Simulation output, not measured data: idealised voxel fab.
Herein follows the process module entitled voxel ribs on slabs.
cross-section cut | 285 nm wide | cells 5 nm
How to read a cross-section here: the picture is a grid of square cells, written as bands going from the top down, and any band can span one or more rows of cells. Heads up on the band format: heights come first, top then bottom, in nm. After that it's the materials left to right, each with its width in nm. A single material flagged "throughout" fills the whole band edge to edge, and "empty" means there's empty space there. It should be noted that heights are counted from 0, beneath which the wafer as supplied is of one material throughout, and that the lowest band possesses no lower boundary but continues downward, as written in "0 nm and below". Think of "30 to 40" as a width that walks from the first number to the second as you go down the band, top row to bottom row, taking equal-sized steps from row to row. Key: "no alteration" - step with no changed cell in the cross-section. "Enclosed void inventory" means: voids of 8 cells or more that are shut off from the top with no open way through. Written width x height at distance, distance from the left edge, in nm. If you see something after the settings on a step's line, that's the simulator's own remark about that step. "overlay nm", when on a step's line for a step with a mask, measures how far to the right of its planned place the mask lay; a negative measure means to the left.
THE PROCESS STEPS THAT WERE PLANNED ARE LISTED BELOW
1: RECEIVE (material Si)
2: DIRECTIONAL_DEP (material SiO2; thk nm 25)
3: DIRECTIONAL_DEP (material SiN; thk nm 20)
4: DIRECTIONAL_DEP (material aC; thk nm 10)
5: PATTERN (tone cover; mask id RIB; material resist; width nm 25; thk nm 25; overlay nm 0)
6: DIRECTIONAL_ETCH (etch materials aC; depth nm 10)
7: STRIP (etch materials resist)
8: DIRECTIONAL_ETCH (etch materials SiN; depth nm 5)
9: STRIP (etch materials aC)
10: DIRECTIONAL_DEP (material aC; thk nm 10)
11: PATTERN (tone cover; mask id SLAB; material resist; width nm 55; thk nm 30; overlay nm 0)
12: DIRECTIONAL_ETCH (etch materials aC; depth nm 10)
13: STRIP (etch materials resist)
14: DIRECTIONAL_ETCH (etch materials SiN; depth nm 15)
15: STRIP (etch materials aC)
16: FILL_DEP (material SiO2; thk nm 15)
17: CMP (height nm 55)
18: DIRECTIONAL_DEP (material W; thk nm 5)
19: PATTERN (tone cover; mask id HEATER; material resist; width nm 35; thk nm 20; overlay nm 0)
20: DIRECTIONAL_ETCH (etch materials W; depth nm 5)
21: STRIP (etch materials resist)
22: CONFORMAL_DEP (material SiO2; thk nm 5)
CONCERNING THE FIRST OF TWO WAFERS, WHICH WAS RUN IN ACCORDANCE WITH THE PLAN
DELIVERED WAFER IN CROSS-SECTION: STATE AFTER STEP 1
0 nm and below  Si throughout
Enclosed void inventory: none
WAFER AFTER STEP 2 (CROSS-SECTION)
25 nm to 0 nm  SiO2 throughout
Lower than 0, everything is as it was.
WAFER AFTER STEP 3 (CROSS-SECTION)
45 nm to 25 nm  SiN throughout
Lower than 25, everything is as it was.
WAFER AFTER STEP 4 (CROSS-SECTION)
55 nm to 45 nm  aC throughout
Lower than 45, everything is as it was.
WAFER AFTER STEP 5 (CROSS-SECTION)
80 nm to 55 nm  130 nm empty, 25 nm resist, 130 nm empty
Lower than 55, everything is as it was.
WAFER AFTER STEP 6 (CROSS-SECTION)
70 nm to 55 nm  130 nm empty, 25 nm resist, 130 nm empty
55 nm to 45 nm  130 nm empty, 25 nm aC, 130 nm empty
Lower than 45, everything is as it was.
WAFER AFTER STEP 7 (CROSS-SECTION)
55 nm to 45 nm  130 nm empty, 25 nm aC, 130 nm empty
Lower than 45, everything is as it was.
WAFER AFTER STEP 8 (CROSS-SECTION)
55 nm to 45 nm  130 nm empty, 25 nm aC, 130 nm empty
45 nm to 40 nm  130 nm empty, 25 nm SiN, 130 nm empty
Lower than 40, everything is as it was.
WAFER AFTER STEP 9 (CROSS-SECTION)
45 nm to 40 nm  130 nm empty, 25 nm SiN, 130 nm empty
Lower than 40, everything is as it was.
WAFER AFTER STEP 10 (CROSS-SECTION)
55 nm to 50 nm  130 nm empty, 25 nm aC, 130 nm empty
50 nm to 45 nm  aC throughout
45 nm to 40 nm  130 nm aC, 25 nm SiN, 130 nm aC
Lower than 40, everything is as it was.
WAFER AFTER STEP 11 (CROSS-SECTION)
85 nm to 55 nm  115 nm empty, 55 nm resist, 115 nm empty
55 nm to 50 nm  115 nm empty, 15 nm resist, 25 nm aC, 15 nm resist, 115 nm empty
Lower than 50, everything is as it was.
WAFER AFTER STEP 12 (CROSS-SECTION)
75 nm to 55 nm  115 nm empty, 55 nm resist, 115 nm empty
55 nm to 50 nm  115 nm empty, 15 nm resist, 25 nm aC, 15 nm resist, 115 nm empty
50 nm to 45 nm  115 nm empty, 55 nm aC, 115 nm empty
45 nm to 40 nm  115 nm empty, 15 nm aC, 25 nm SiN, 15 nm aC, 115 nm empty
Lower than 40, everything is as it was.
WAFER AFTER STEP 13 (CROSS-SECTION)
55 nm to 45 nm  130 to 115 nm empty, 25 to 55 nm aC, 130 to 115 nm empty
Lower than 45, everything is as it was.
WAFER AFTER STEP 14 (CROSS-SECTION)
55 nm to 45 nm  130 to 115 nm empty, 25 to 55 nm aC, 130 to 115 nm empty
45 nm to 40 nm  115 nm empty, 15 nm aC, 25 nm SiN, 15 nm aC, 115 nm empty
40 nm to 25 nm  115 nm empty, 55 nm SiN, 115 nm empty
Lower than 25, everything is as it was.
WAFER AFTER STEP 15 (CROSS-SECTION)
45 nm to 40 nm  130 nm empty, 25 nm SiN, 130 nm empty
Lower than 40, everything is as it was.
WAFER AFTER STEP 16 (CROSS-SECTION)
60 nm to 45 nm  SiO2 throughout
45 nm to 40 nm  130 nm SiO2, 25 nm SiN, 130 nm SiO2
40 nm to 25 nm  115 nm SiO2, 55 nm SiN, 115 nm SiO2
Lower than 25, everything is as it was.
WAFER AFTER STEP 17 (CROSS-SECTION)
55 nm to 45 nm  SiO2 throughout
Lower than 45, everything is as it was.
WAFER AFTER STEP 18 (CROSS-SECTION)
60 nm to 55 nm  W throughout
Lower than 55, everything is as it was.
WAFER AFTER STEP 19 (CROSS-SECTION)
80 nm to 60 nm  125 nm empty, 35 nm resist, 125 nm empty
Lower than 60, everything is as it was.
WAFER AFTER STEP 20 (CROSS-SECTION)
80 nm to 60 nm  125 nm empty, 35 nm resist, 125 nm empty
60 nm to 55 nm  125 nm empty, 35 nm W, 125 nm empty
Lower than 55, everything is as it was.
WAFER AFTER STEP 21 (CROSS-SECTION)
60 nm to 55 nm  125 nm empty, 35 nm W, 125 nm empty
Lower than 55, everything is as it was.
WAFER AFTER STEP 22 (CROSS-SECTION)
65 nm to 60 nm  120 nm empty, 45 nm SiO2, 120 nm empty
60 nm to 55 nm  125 nm SiO2, 35 nm W, 125 nm SiO2
Lower than 55, everything is as it was.
THE SECOND WAFER BEGAN EXACTLY AS THE FIRST DID AND FOLLOWED THE SAME PLAN, BUT ONE MISTAKE WAS MADE WHILE RUNNING IT; THROUGH STEP 4 INCLUSIVE, THE TWO WAFERS ARE IDENTICAL
CROSS-SECTIONAL VIEW OF THE SECOND WAFER AT THE INTENDED END TIME OF PROCESS STEP 5
80 nm to 55 nm  130 nm resist, 25 nm empty, 130 nm resist
Lower than 55, everything is as it was.
CROSS-SECTIONAL VIEW OF THE SECOND WAFER AT THE INTENDED END TIME OF PROCESS STEP 6
70 nm to 55 nm  130 nm resist, 25 nm empty, 130 nm resist
55 nm to 45 nm  130 nm aC, 25 nm empty, 130 nm aC
Lower than 45, everything is as it was.
CROSS-SECTIONAL VIEW OF THE SECOND WAFER AT THE INTENDED END TIME OF PROCESS STEP 7
55 nm to 45 nm  130 nm aC, 25 nm empty, 130 nm aC
Lower than 45, everything is as it was.
CROSS-SECTIONAL VIEW OF THE SECOND WAFER AT THE INTENDED END TIME OF PROCESS STEP 8
55 nm to 45 nm  130 nm aC, 25 nm empty, 130 nm aC
45 nm to 40 nm  130 nm SiN, 25 nm empty, 130 nm SiN
Lower than 40, everything is as it was.
CROSS-SECTIONAL VIEW OF THE SECOND WAFER AT THE INTENDED END TIME OF PROCESS STEP 9
45 nm to 40 nm  130 nm SiN, 25 nm empty, 130 nm SiN
Lower than 40, everything is as it was.
CROSS-SECTIONAL VIEW OF THE SECOND WAFER AT THE INTENDED END TIME OF PROCESS STEP 10
55 nm to 50 nm  130 nm aC, 25 nm empty, 130 nm aC
50 nm to 45 nm  aC throughout
45 nm to 40 nm  130 nm SiN, 25 nm aC, 130 nm SiN
Lower than 40, everything is as it was.
CROSS-SECTIONAL VIEW OF THE SECOND WAFER AT THE INTENDED END TIME OF PROCESS STEP 11
85 nm to 55 nm  115 nm empty, 55 nm resist, 115 nm empty
55 nm to 50 nm  130 nm aC, 25 nm resist, 130 nm aC
Lower than 50, everything is as it was.
CROSS-SECTIONAL VIEW OF THE SECOND WAFER AT THE INTENDED END TIME OF PROCESS STEP 12
75 nm to 55 nm  115 nm empty, 55 nm resist, 115 nm empty
55 nm to 50 nm  115 nm empty, 15 nm aC, 25 nm resist, 15 nm aC, 115 nm empty
50 nm to 45 nm  115 nm empty, 55 nm aC, 115 nm empty
Lower than 45, everything is as it was.
CROSS-SECTIONAL VIEW OF THE SECOND WAFER AT THE INTENDED END TIME OF PROCESS STEP 13
55 nm to 50 nm  115 nm empty, 15 nm aC, 25 nm empty, 15 nm aC, 115 nm empty
Lower than 50, everything is as it was.
CROSS-SECTIONAL VIEW OF THE SECOND WAFER AT THE INTENDED END TIME OF PROCESS STEP 14
55 nm to 50 nm  115 nm empty, 15 nm aC, 25 nm empty, 15 nm aC, 115 nm empty
50 nm to 45 nm  115 nm empty, 55 nm aC, 115 nm empty
45 nm to 40 nm  115 nm empty, 15 nm SiN, 25 nm aC, 15 nm SiN, 115 nm empty
40 nm to 30 nm  115 nm empty, 55 nm SiN, 115 nm empty
Lower than 30, everything is as it was.
CROSS-SECTIONAL VIEW OF THE SECOND WAFER AT THE INTENDED END TIME OF PROCESS STEP 15
45 nm to 40 nm  115 nm empty, 15 nm SiN, 25 nm empty, 15 nm SiN, 115 nm empty
Lower than 40, everything is as it was.
CROSS-SECTIONAL VIEW OF THE SECOND WAFER AT THE INTENDED END TIME OF PROCESS STEP 16
60 nm to 45 nm  SiO2 throughout
45 nm to 40 nm  115 nm SiO2, 15 nm SiN, 25 nm SiO2, 15 nm SiN, 115 nm SiO2
40 nm to 30 nm  115 nm SiO2, 55 nm SiN, 115 nm SiO2
Lower than 30, everything is as it was.
CROSS-SECTIONAL VIEW OF THE SECOND WAFER AT THE INTENDED END TIME OF PROCESS STEP 17
55 nm to 45 nm  SiO2 throughout
Lower than 45, everything is as it was.
CROSS-SECTIONAL VIEW OF THE SECOND WAFER AT THE INTENDED END TIME OF PROCESS STEP 18
60 nm to 55 nm  W throughout
Lower than 55, everything is as it was.
CROSS-SECTIONAL VIEW OF THE SECOND WAFER AT THE INTENDED END TIME OF PROCESS STEP 19
80 nm to 60 nm  125 nm empty, 35 nm resist, 125 nm empty
Lower than 60, everything is as it was.
CROSS-SECTIONAL VIEW OF THE SECOND WAFER AT THE INTENDED END TIME OF PROCESS STEP 20
80 nm to 60 nm  125 nm empty, 35 nm resist, 125 nm empty
60 nm to 55 nm  125 nm empty, 35 nm W, 125 nm empty
Lower than 55, everything is as it was.
CROSS-SECTIONAL VIEW OF THE SECOND WAFER AT THE INTENDED END TIME OF PROCESS STEP 21
60 nm to 55 nm  125 nm empty, 35 nm W, 125 nm empty
Lower than 55, everything is as it was.
CROSS-SECTIONAL VIEW OF THE SECOND WAFER AT THE INTENDED END TIME OF PROCESS STEP 22
65 nm to 60 nm  120 nm empty, 45 nm SiO2, 120 nm empty
60 nm to 55 nm  125 nm SiO2, 35 nm W, 125 nm SiO2
Lower than 55, everything is as it was.
Error vs. plan: note that step 5 departed from the planned setting and was carried out as PATTERN (tone open; mask id RIB; material resist; width nm 25; thk nm 25; overlay nm 0)
Per the end-of-run cell counts, the second wafer holds more or fewer of some materials than the first: SiN +47, SiO2 -47
